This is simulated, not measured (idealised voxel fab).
Process module name: voxel gate over fins
Square cell edge 5 nm, section width 230 nm, ID cut.
Cross-section = grid of square cells, listed top down in bands; band = one or more rows.
Band: top and bottom heights (nm) first, top before bottom; then materials from left to right, widths in nm. "edge to edge" marks a sole material filling the band edge to edge. "air" denotes empty space.
Where do heights start? At 0: under that level the wafer as delivered is made of one material only. And the lowest band has no floor; it just carries on downward, as in "z 0 and below".
The expression "30..40" gives the width at the extremes of the band, the first number at its top row of cells and the second at its bottom row, with the width changing by equal amounts from each row to the next in between.
"identical to before" -> step changed no cross-section cell.
"Enclosed void catalog": sealed empty spaces, 8 cells or more, no open way to top, listed width x height at distance, with distance from the left edge and width, height and distance in nm.
Formally, on a step line, whatever follows the settings is a remark that the simulator itself makes on the step.
A step line may carry the setting "overlay nm", which, for steps involving a mask, states the distance by which the mask lay to the right of its intended position; negative values denote displacement to the left.

# The process steps that were planned are listed below
1) RECEIVE [material Si]
2) CONFORMAL_DEP [material SiN] [thk nm 10]
3) PATTERN [tone cover] [mask id FINS] [material resist] [width nm 15] [pitch nm 40] [thk nm 15] [overlay nm 0]
4) DIRECTIONAL_ETCH [etch materials SiN] [depth nm 10]
5) DIRECTIONAL_ETCH [etch materials Si] [depth nm 35]
6) STRIP [etch materials resist]
7) FILL_DEP [material SiO2] [thk nm 5]
8) CMP [height nm 10]
9) SELECTIVE_ETCH [etch materials SiO2] [depth nm 20]
10) STRIP [etch materials SiN]
11) CONFORMAL_DEP [material HfO2] [thk nm 5]
12) CONFORMAL_DEP [material TiN] [thk nm 5]
13) CONFORMAL_DEP [material TiAl] [thk nm 5]
14) CONFORMAL_DEP [material TiN] [thk nm 5]
15) FILL_DEP [material W] [thk nm 15]
16) CMP [height nm 30]
17) CONFORMAL_DEP [material SiCN] [thk nm 5]

# Wafer as received: cross-section following step 1
- z 0 and below | Si edge to edge
- Enclosed void catalog: none

# first wafer at the end, as planned
- z 35 to 30 | SiCN edge to edge
- z 30 to 20 | W edge to edge
- z 20 to 15 | W=45 | TiN=135 | W=50
- z 15 to 10 | W=45 | TiN=5 | TiAl=125 | TiN=5 | W=50
- z 10 to 5 | TiN=50 | TiAl=5 | TiN=35 | TiAl=5 | TiN=35 | TiAl=5 | TiN=35 | TiAl=5 | TiN=55
- z 5 to 0 | TiAl=55 | TiN=5 | HfO2=25 | TiN=5 | TiAl=5 | TiN=5 | HfO2=25 | TiN=5 | TiAl=5 | TiN=5 | HfO2=25 | TiN=5 | TiAl=60
- z 0 to -5 | TiN=60 | HfO2=5 | Si=15 | HfO2=5 | TiN=15 | HfO2=5 | Si=15 | HfO2=5 | TiN=15 | HfO2=5 | Si=15 | HfO2=5 | TiN=65
- z -5 to -10 | HfO2=65 | Si=15 | HfO2=25 | Si=15 | HfO2=25 | Si=15 | HfO2=70
- z -10 to -35 | SiO2=65 | Si=15 | SiO2=25 | Si=15 | SiO2=25 | Si=15 | SiO2=70
- z -35 and below | Si edge to edge
- Enclosed void catalog: none

# Second of two wafers, module complete, sectioned: it shares the first wafer's start and plan but was run with one mistake
- z 35 to 30 | SiCN edge to edge
- z 30 to 15 | W edge to edge
- z 15 to 5 | W=50 | TiN=125 | W=55
- z 5 to 0 | TiN=60 | HfO2=25 | TiN=15 | HfO2=25 | TiN=15 | HfO2=25 | TiN=65
- z 0 to -5 | TiN=60 | HfO2=5 | Si=15 | HfO2=5 | TiN=15 | HfO2=5 | Si=15 | HfO2=5 | TiN=15 | HfO2=5 | Si=15 | HfO2=5 | TiN=65
- z -5 to -10 | HfO2=65 | Si=15 | HfO2=25 | Si=15 | HfO2=25 | Si=15 | HfO2=70
- z -10 to -35 | SiO2=65 | Si=15 | SiO2=25 | Si=15 | SiO2=25 | Si=15 | SiO2=70
- z -35 and below | Si edge to edge
- Enclosed void catalog: none
Misprocessing identified: step 13 of the plan was excluded from execution and never run
FYI, end of process, the second wafer has more or fewer cells of some materials than the first: TiAl -54; TiN +4; W +50
